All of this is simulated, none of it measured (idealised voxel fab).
The process module that follows is named voxel fin reveal.
Square cell edge 5 nm, section width 255 nm, ID cut.
Each cross-section below is a grid of square cells, stated as bands in top-down order, with one or more rows of cells making up each band.
Top, bottom (nm), then materials left to right with widths (nm); lone material tagged "throughout" fills the whole band edge to edge; "empty" = empty space.
The level at which height equals 0 is the one under which the wafer, as it arrives, is entirely one material. No lower edge exists for the bottom band, which continues downward and is notated as in "top 0, no bottom".
With a width like "30 to 40", each row of cells in the band differs from the next by the same amount, the top row carrying the first number and the bottom row the second.
Step marked "no modifications"? Then no cell in the cross-section changed in it.
You'll see "Sealed void list" listing empty spaces that have no way open to the top, as long as they're 8 cells or more; the notation is width x height at distance, where the distance is from the left edge, and all of it is in nm.
Formally, on a step line, whatever follows the settings is a remark that the simulator itself makes on the step.
overlay nm: where the mask lay relative to plan, measured to the right, on steps with a mask; negatives go left.
Set out below are the planned steps of the process
1) RECEIVE with material Si
2) CONFORMAL_DEP with material SiN, thk nm 10
3) DIRECTIONAL_DEP with material aC, thk nm 15
4) PATTERN with tone cover, mask id FINS, material resist, width nm 15, pitch nm 35, thk nm 30, overlay nm 0
5) DIRECTIONAL_ETCH with etch materials aC, depth nm 15
6) STRIP with etch materials resist
7) DIRECTIONAL_ETCH with etch materials SiN, depth nm 10
8) DIRECTIONAL_ETCH with etch materials Si, depth nm 30
9) STRIP with etch materials aC
10) OXIDIZE with depth nm 5
11) FILL_DEP with material SiO2, thk nm 5
12) CMP with height nm 10
13) SELECTIVE_ETCH with etch materials SiO2, depth nm 30
14) STRIP with etch materials SiN
First of the two wafers, run per plan
This is the cross-section of the wafer as we received it, i.e. after step 1
top 0, no bottom  Si throughout
Sealed void list: none
The following cross-section depicts the wafer upon completion of step 2
top 10, bottom 0  SiN throughout
For the remainder of the cross-section, below 0, there is no change.
The following cross-section depicts the wafer upon completion of step 3
top 25, bottom 10  aC throughout
For the remainder of the cross-section, below 10, there is no change.
The following cross-section depicts the wafer upon completion of step 4
top 55, bottom 25  empty 100; resist 15; empty 20; resist 15; empty 105
For the remainder of the cross-section, below 25, there is no change.
The following cross-section depicts the wafer upon completion of step 5
top 40, bottom 25  empty 100; resist 15; empty 20; resist 15; empty 105
top 25, bottom 10  empty 100; aC 15; empty 20; aC 15; empty 105
For the remainder of the cross-section, below 10, there is no change.
The following cross-section depicts the wafer upon completion of step 6
top 25, bottom 10  empty 100; aC 15; empty 20; aC 15; empty 105
For the remainder of the cross-section, below 10, there is no change.
The following cross-section depicts the wafer upon completion of step 7
top 25, bottom 10  empty 100; aC 15; empty 20; aC 15; empty 105
top 10, bottom 0  empty 100; SiN 15; empty 20; SiN 15; empty 105
For the remainder of the cross-section, below 0, there is no change.
The following cross-section depicts the wafer upon completion of step 8
top 25, bottom 10  empty 100; aC 15; empty 20; aC 15; empty 105
top 10, bottom 0  empty 100; SiN 15; empty 20; SiN 15; empty 105
top 0, bottom -30  empty 100; Si 15; empty 20; Si 15; empty 105
For the remainder of the cross-section, below -30, there is no change.
The following cross-section depicts the wafer upon completion of step 9
top 10, bottom 0  empty 100; SiN 15; empty 20; SiN 15; empty 105
For the remainder of the cross-section, below 0, there is no change.
The following cross-section depicts the wafer upon completion of step 10
top 10, bottom 0  empty 100; SiN 15; empty 20; SiN 15; empty 105
top 0, bottom -30  empty 100; SiO2 5; Si 5; SiO2 5; empty 20; SiO2 5; Si 5; SiO2 5; empty 105
top -30, bottom -35  SiO2 105; Si 5; SiO2 30; Si 5; SiO2 110
For the remainder of the cross-section, below -35, there is no change.
The following cross-section depicts the wafer upon completion of step 11
top 15, bottom 10  SiO2 throughout
top 10, bottom 0  SiO2 100; SiN 15; SiO2 20; SiN 15; SiO2 105
top 0, bottom -35  SiO2 105; Si 5; SiO2 30; Si 5; SiO2 110
For the remainder of the cross-section, below -35, there is no change.
The following cross-section depicts the wafer upon completion of step 12
top 10, bottom 0  SiO2 100; SiN 15; SiO2 20; SiN 15; SiO2 105
For the remainder of the cross-section, below 0, there is no change.
The following cross-section depicts the wafer upon completion of step 13
top 10, bottom 0  empty 100; SiN 15; empty 20; SiN 15; empty 105
top 0, bottom -20  empty 105; Si 5; empty 30; Si 5; empty 110
For the remainder of the cross-section, below -20, there is no change.
The following cross-section depicts the wafer upon completion of step 14
top 0, bottom -20  empty 105; Si 5; empty 30; Si 5; empty 110
For the remainder of the cross-section, below -20, there is no change.
Okay, second wafer. Nothing different at the start, nothing different in the plan, just one mistake somewhere in the running. As far as step 3, counting that step, it's the first wafer all over again
The second wafer in cross-section, at the planned close of step 4
top 55, bottom 25  empty 95; resist 15; empty 20; resist 15; empty 110
For the remainder of the cross-section, below 25, there is no change.
The second wafer in cross-section, at the planned close of step 5
top 40, bottom 25  empty 95; resist 15; empty 20; resist 15; empty 110
top 25, bottom 10  empty 95; aC 15; empty 20; aC 15; empty 110
For the remainder of the cross-section, below 10, there is no change.
The second wafer in cross-section, at the planned close of step 6
top 25, bottom 10  empty 95; aC 15; empty 20; aC 15; empty 110
For the remainder of the cross-section, below 10, there is no change.
The second wafer in cross-section, at the planned close of step 7
top 25, bottom 10  empty 95; aC 15; empty 20; aC 15; empty 110
top 10, bottom 0  empty 95; SiN 15; empty 20; SiN 15; empty 110
For the remainder of the cross-section, below 0, there is no change.
The second wafer in cross-section, at the planned close of step 8
top 25, bottom 10  empty 95; aC 15; empty 20; aC 15; empty 110
top 10, bottom 0  empty 95; SiN 15; empty 20; SiN 15; empty 110
top 0, bottom -30  empty 95; Si 15; empty 20; Si 15; empty 110
For the remainder of the cross-section, below -30, there is no change.
The second wafer in cross-section, at the planned close of step 9
top 10, bottom 0  empty 95; SiN 15; empty 20; SiN 15; empty 110
For the remainder of the cross-section, below 0, there is no change.
The second wafer in cross-section, at the planned close of step 10
top 10, bottom 0  empty 95; SiN 15; empty 20; SiN 15; empty 110
top 0, bottom -30  empty 95; SiO2 5; Si 5; SiO2 5; empty 20; SiO2 5; Si 5; SiO2 5; empty 110
top -30, bottom -35  SiO2 100; Si 5; SiO2 30; Si 5; SiO2 115
For the remainder of the cross-section, below -35, there is no change.
The second wafer in cross-section, at the planned close of step 11
top 15, bottom 10  SiO2 throughout
top 10, bottom 0  SiO2 95; SiN 15; SiO2 20; SiN 15; SiO2 110
top 0, bottom -35  SiO2 100; Si 5; SiO2 30; Si 5; SiO2 115
For the remainder of the cross-section, below -35, there is no change.
The second wafer in cross-section, at the planned close of step 12
top 10, bottom 0  SiO2 95; SiN 15; SiO2 20; SiN 15; SiO2 110
For the remainder of the cross-section, below 0, there is no change.
The second wafer in cross-section, at the planned close of step 13
top 10, bottom 0  empty 95; SiN 15; empty 20; SiN 15; empty 110
top 0, bottom -20  empty 100; Si 5; empty 30; Si 5; empty 115
For the remainder of the cross-section, below -20, there is no change.
The second wafer in cross-section, at the planned close of step 14
top 0, bottom -20  empty 100; Si 5; empty 30; Si 5; empty 115
For the remainder of the cross-section, below -20, there is no change.
Processing error: it should be noted that step 4 was executed with settings other than those planned, the operation and settings actually applied being PATTERN with tone cover, mask id FINS, material resist, width nm 15, pitch nm 35, thk nm 30, overlay nm -5
Final wafers compared: equal cell tally per material, rearranged layout.
